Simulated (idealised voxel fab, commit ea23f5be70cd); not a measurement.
A process module follows: voxel ribs on slabs.
Xsec cut, 290 nm wide, square cell size 5 nm.
Cross-section spec: square-cell grid; bands listed top down; each band is one or more rows. Band: top height; bottom height; in nm. Then, left to right: material with width in nm, for each material. "full width": a single material spanning edge to edge. "blank": empty space. We count height from 0. Below that, the starting wafer is all one material. The lowest band never ends at the bottom but goes on down; see "z 0 and below" for how that is written. Note: "30..40" means the width goes from the first number (top row of the band) to the second number (bottom row) in equal steps per row of cells. It should be understood that the words "no modification", when stated for a given step, signify that the cross-section underwent no change in any of its cells during that step. Under "Closed void list" you'll find the enclosed gaps, the ones with no way out to the top, that are 8 cells or bigger; each reads width x height at distance, with distance counted from the left edge, everything in nm. Text after the settings on a step's line: the simulator's own remark on that step. A step line may carry the setting "overlay nm", which, for steps involving a mask, states the distance by which the mask lay to the right of its intended position; negative values denote displacement to the left.

Set out below are the planned steps of the process:
step 1: op RECEIVE | material Si
step 2: op DIRECTIONAL_DEP | material SiO2 | thk nm 20
step 3: op DIRECTIONAL_DEP | material polySi | thk nm 15
step 4: op MASKED_ETCH | tone cover | mask id RIB | width nm 25 | etch materials polySi | depth nm 5 | overlay nm 0
step 5: op DIRECTIONAL_DEP | material aC | thk nm 10
step 6: op PATTERN | tone cover | mask id SLAB | material resist | width nm 75 | thk nm 25 | overlay nm 0
step 7: op DIRECTIONAL_ETCH | etch materials aC | depth nm 10
step 8: op STRIP | etch materials resist
step 9: op DIRECTIONAL_ETCH | etch materials polySi | depth nm 10
step 10: op STRIP | etch materials aC
step 11: op FILL_DEP | material SiO2 | thk nm 20
step 12: op CMP | height nm 45
step 13: op DIRECTIONAL_DEP | material TiN | thk nm 5
step 14: op DIRECTIONAL_DEP | material aC | thk nm 15
step 15: op PATTERN | tone cover | mask id HEATER | material resist | width nm 35 | thk nm 35 | overlay nm 0
step 16: op DIRECTIONAL_ETCH | etch materials aC | depth nm 15
step 17: op STRIP | etch materials resist
step 18: op DIRECTIONAL_ETCH | etch materials TiN | depth nm 5
step 19: op STRIP | etch materials aC
step 20: op CONFORMAL_DEP | material SiO2 | thk nm 5

First of two wafers - as planned:

Wafer as received: cross-section following step 1:
- z 0 and below: Si full width
- Closed void list: none

Upon completion of step 2, the wafer appears in cross-section as shown:
- z 20 to 0: SiO2 full width
- Everything below 0 is unchanged.

Upon completion of step 3, the wafer appears in cross-section as shown:
- z 35 to 20: polySi full width
- Everything below 20 is unchanged.

Upon completion of step 4, the wafer appears in cross-section as shown:
- z 35 to 30: 130 of blank | 25 of polySi | 135 of blank
- Everything below 30 is unchanged.

Upon completion of step 5, the wafer appears in cross-section as shown:
- z 45 to 40: 130 of blank | 25 of aC | 135 of blank
- z 40 to 35: aC full width
- z 35 to 30: 130 of aC | 25 of polySi | 135 of aC
- Everything below 30 is unchanged.

Upon completion of step 6, the wafer appears in cross-section as shown:
- z 70 to 45: 105 of blank | 75 of resist | 110 of blank
- z 45 to 40: 105 of blank | 25 of resist | 25 of aC | 25 of resist | 110 of blank
- Everything below 40 is unchanged.

Upon completion of step 7, the wafer appears in cross-section as shown:
- z 60 to 45: 105 of blank | 75 of resist | 110 of blank
- z 45 to 40: 105 of blank | 25 of resist | 25 of aC | 25 of resist | 110 of blank
- z 40 to 35: 105 of blank | 75 of aC | 110 of blank
- z 35 to 30: 105 of blank | 25 of aC | 25 of polySi | 25 of aC | 110 of blank
- Everything below 30 is unchanged.

Upon completion of step 8, the wafer appears in cross-section as shown:
- z 45 to 35: 130..105 of blank | 25..75 of aC | 135..110 of blank
- Everything below 35 is unchanged.

Upon completion of step 9, the wafer appears in cross-section as shown:
- z 45 to 35: 130..105 of blank | 25..75 of aC | 135..110 of blank
- z 35 to 30: 105 of blank | 25 of aC | 25 of polySi | 25 of aC | 110 of blank
- z 30 to 20: 105 of blank | 75 of polySi | 110 of blank
- Everything below 20 is unchanged.

Upon completion of step 10, the wafer appears in cross-section as shown:
- z 35 to 30: 130 of blank | 25 of polySi | 135 of blank
- Everything below 30 is unchanged.

Upon completion of step 11, the wafer appears in cross-section as shown:
- z 55 to 35: SiO2 full width
- z 35 to 30: 130 of SiO2 | 25 of polySi | 135 of SiO2
- z 30 to 20: 105 of SiO2 | 75 of polySi | 110 of SiO2
- Everything below 20 is unchanged.

Upon completion of step 12, the wafer appears in cross-section as shown:
- z 45 to 35: SiO2 full width
- Everything below 35 is unchanged.

Upon completion of step 13, the wafer appears in cross-section as shown:
- z 50 to 45: TiN full width
- Everything below 45 is unchanged.

Upon completion of step 14, the wafer appears in cross-section as shown:
- z 65 to 50: aC full width
- Everything below 50 is unchanged.

Upon completion of step 15, the wafer appears in cross-section as shown:
- z 100 to 65: 125 of blank | 35 of resist | 130 of blank
- Everything below 65 is unchanged.

Upon completion of step 16, the wafer appears in cross-section as shown:
- z 85 to 65: 125 of blank | 35 of resist | 130 of blank
- z 65 to 50: 125 of blank | 35 of aC | 130 of blank
- Everything below 50 is unchanged.

Upon completion of step 17, the wafer appears in cross-section as shown:
- z 65 to 50: 125 of blank | 35 of aC | 130 of blank
- Everything below 50 is unchanged.

Upon completion of step 18, the wafer appears in cross-section as shown:
- z 65 to 50: 125 of blank | 35 of aC | 130 of blank
- z 50 to 45: 125 of blank | 35 of TiN | 130 of blank
- Everything below 45 is unchanged.

Upon completion of step 19, the wafer appears in cross-section as shown:
- z 50 to 45: 125 of blank | 35 of TiN | 130 of blank
- Everything below 45 is unchanged.

Upon completion of step 20, the wafer appears in cross-section as shown:
- z 55 to 50: 120 of blank | 45 of SiO2 | 125 of blank
- z 50 to 45: 125 of SiO2 | 35 of TiN | 130 of SiO2
- Everything below 45 is unchanged.

Second of two: same start, same plan, one run error; steps up to and including 3 match the first:

Second wafer at the planned finish of step 4, seen in cross-section:
- z 35 to 30: 130 of polySi | 25 of blank | 135 of polySi
- Everything below 30 is unchanged.

Second wafer at the planned finish of step 5, seen in cross-section:
- z 45 to 40: 130 of aC | 25 of blank | 135 of aC
- z 40 to 35: aC full width
- z 35 to 30: 130 of polySi | 25 of aC | 135 of polySi
- Everything below 30 is unchanged.

Second wafer at the planned finish of step 6, seen in cross-section:
- z 70 to 45: 105 of blank | 75 of resist | 110 of blank
- z 45 to 40: 130 of aC | 25 of resist | 135 of aC
- Everything below 40 is unchanged.

Second wafer at the planned finish of step 7, seen in cross-section:
- z 60 to 45: 105 of blank | 75 of resist | 110 of blank
- z 45 to 40: 105 of blank | 25 of aC | 25 of resist | 25 of aC | 110 of blank
- z 40 to 35: 105 of blank | 75 of aC | 110 of blank
- Everything below 35 is unchanged.

Second wafer at the planned finish of step 8, seen in cross-section:
- z 45 to 40: 105 of blank | 25 of aC | 25 of blank | 25 of aC | 110 of blank
- Everything below 40 is unchanged.

Second wafer at the planned finish of step 9, seen in cross-section:
- z 45 to 40: 105 of blank | 25 of aC | 25 of blank | 25 of aC | 110 of blank
- z 40 to 35: 105 of blank | 75 of aC | 110 of blank
- z 35 to 30: 105 of blank | 25 of polySi | 25 of aC | 25 of polySi | 110 of blank
- z 30 to 25: 105 of blank | 75 of polySi | 110 of blank
- Everything below 25 is unchanged.

Second wafer at the planned finish of step 10, seen in cross-section:
- z 35 to 30: 105 of blank | 25 of polySi | 25 of blank | 25 of polySi | 110 of blank
- Everything below 30 is unchanged.

Second wafer at the planned finish of step 11, seen in cross-section:
- z 55 to 35: SiO2 full width
- z 35 to 30: 105 of SiO2 | 25 of polySi | 25 of SiO2 | 25 of polySi | 110 of SiO2
- z 30 to 25: 105 of SiO2 | 75 of polySi | 110 of SiO2
- Everything below 25 is unchanged.

Second wafer at the planned finish of step 12, seen in cross-section:
- z 45 to 35: SiO2 full width
- Everything below 35 is unchanged.

Second wafer at the planned finish of step 13, seen in cross-section:
- z 50 to 45: TiN full width
- Everything below 45 is unchanged.

Second wafer at the planned finish of step 14, seen in cross-section:
- z 65 to 50: aC full width
- Everything below 50 is unchanged.

Second wafer at the planned finish of step 15, seen in cross-section:
- z 100 to 65: 125 of blank | 35 of resist | 130 of blank
- Everything below 65 is unchanged.

Second wafer at the planned finish of step 16, seen in cross-section:
- z 85 to 65: 125 of blank | 35 of resist | 130 of blank
- z 65 to 50: 125 of blank | 35 of aC | 130 of blank
- Everything below 50 is unchanged.

Second wafer at the planned finish of step 17, seen in cross-section:
- z 65 to 50: 125 of blank | 35 of aC | 130 of blank
- Everything below 50 is unchanged.

Second wafer at the planned finish of step 18, seen in cross-section:
- z 65 to 50: 125 of blank | 35 of aC | 130 of blank
- z 50 to 45: 125 of blank | 35 of TiN | 130 of blank
- Everything below 45 is unchanged.

Second wafer at the planned finish of step 19, seen in cross-section:
- z 50 to 45: 125 of blank | 35 of TiN | 130 of blank
- Everything below 45 is unchanged.

Second wafer at the planned finish of step 20, seen in cross-section:
- z 55 to 50: 120 of blank | 45 of SiO2 | 125 of blank
- z 50 to 45: 125 of SiO2 | 35 of TiN | 130 of SiO2
- Everything below 45 is unchanged.
Processing error: step 4 did not happen as planned, as run it was op MASKED_ETCH | tone open | mask id RIB | width nm 25 | etch materials polySi | depth nm 5 | overlay nm 0
Final tally in cells, some materials are higher or lower on the second wafer than on the first: SiO2: 48 fewer | polySi: 48 more
